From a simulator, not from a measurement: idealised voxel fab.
Process module under the name voxel lift off
The figure presents cross-section cut, which has a width of 290 nm and is divided into square cells with an edge length of 5 nm.
Just so we're on the same page, the cross-sections are grids of square cells, and they're listed out in bands top to bottom, each band one or more rows deep.
Heights first: top, then bottom, in nm. Then materials, left to right, each with a width in nm. "everywhere" on a single material: fills the band edge to edge. "blank": empty space.
A quick word on heights: they are counted from 0, and under that level the wafer as it came to us is one material throughout. The lowest band is different from the rest in having no bottom; it simply continues downward, written as in "0..down".
The two numbers in a width such as "30->40" mark its ends across the band: the first belongs to the top row of cells, the second to the bottom row, and from each row to the next the width moves by the same amount.
Step marked "no modification"? Then no cell in the cross-section changed in it.
If an empty space has no open way to the top and is at least 8 cells in size, "Enclosed void entries" lists it, written width x height at distance, where distance is measured from the left edge and every value is in nm.
Whatever follows a step's settings on its line is a remark the simulator itself makes about that step.
overlay nm, on a step with a mask: how far to the right of its planned place the mask lay; to the left if negative
This section lists the process steps that were planned:
- 1: op RECEIVE | material Si
- 2: op CONFORMAL_DEP | material SiO2 | thk nm 10
- 3: op PATTERN | tone open | mask id LINES | material resist | width nm 20 | pitch nm 35 | thk nm 20 | overlay nm 0
- 4: op DIRECTIONAL_DEP | material Ru | thk nm 10
- 5: op STRIP | etch materials resist
- 6: op CONFORMAL_DEP | material SiCN | thk nm 5
Wafer, first of two, run as planned:
Received-state cross-section, reflecting completion of step 1:
0..down | Si everywhere
Enclosed void entries: none
Cross-section through the wafer, step 2 finished:
10..0 | SiO2 everywhere
At heights below 0, the structure remains unaltered.
Cross-section through the wafer, step 3 finished:
30..10 | resist=80 / blank=20 / resist=15 / blank=20 / resist=15 / blank=20 / resist=15 / blank=20 / resist=85
At heights below 10, the structure remains unaltered.
Cross-section through the wafer, step 4 finished:
40..30 | Ru=80 / blank=20 / Ru=15 / blank=20 / Ru=15 / blank=20 / Ru=15 / blank=20 / Ru=85
30..20 | resist=80 / blank=20 / resist=15 / blank=20 / resist=15 / blank=20 / resist=15 / blank=20 / resist=85
20..10 | resist=80 / Ru=20 / resist=15 / Ru=20 / resist=15 / Ru=20 / resist=15 / Ru=20 / resist=85
At heights below 10, the structure remains unaltered.
Cross-section through the wafer, step 5 finished:
20..10 | blank=80 / Ru=20 / blank=15 / Ru=20 / blank=15 / Ru=20 / blank=15 / Ru=20 / blank=85
At heights below 10, the structure remains unaltered.
Cross-section through the wafer, step 6 finished:
25..20 | blank=75 / SiCN=30 / blank=5 / SiCN=30 / blank=5 / SiCN=30 / blank=5 / SiCN=30 / blank=80
20..15 | blank=75 / SiCN=5 / Ru=20 / SiCN=5 / blank=5 / SiCN=5 / Ru=20 / SiCN=5 / blank=5 / SiCN=5 / Ru=20 / SiCN=5 / blank=5 / SiCN=5 / Ru=20 / SiCN=5 / blank=80
15..10 | SiCN=80 / Ru=20 / SiCN=15 / Ru=20 / SiCN=15 / Ru=20 / SiCN=15 / Ru=20 / SiCN=85
At heights below 10, the structure remains unaltered.
The second wafer: identical to the first at the outset and in its planned sequence, differing only in that one mistake was made during processing; up to and including step 5, its path is the first wafer's path:
Cross-section: second wafer, time at which step 6 was scheduled to end: no modification
Where did the run depart from the plan? the plan's step 6 was left out and never carried out
The final cell counts differ between the wafers, with the second having more or fewer of some materials than the first: 74 fewer of SiCN
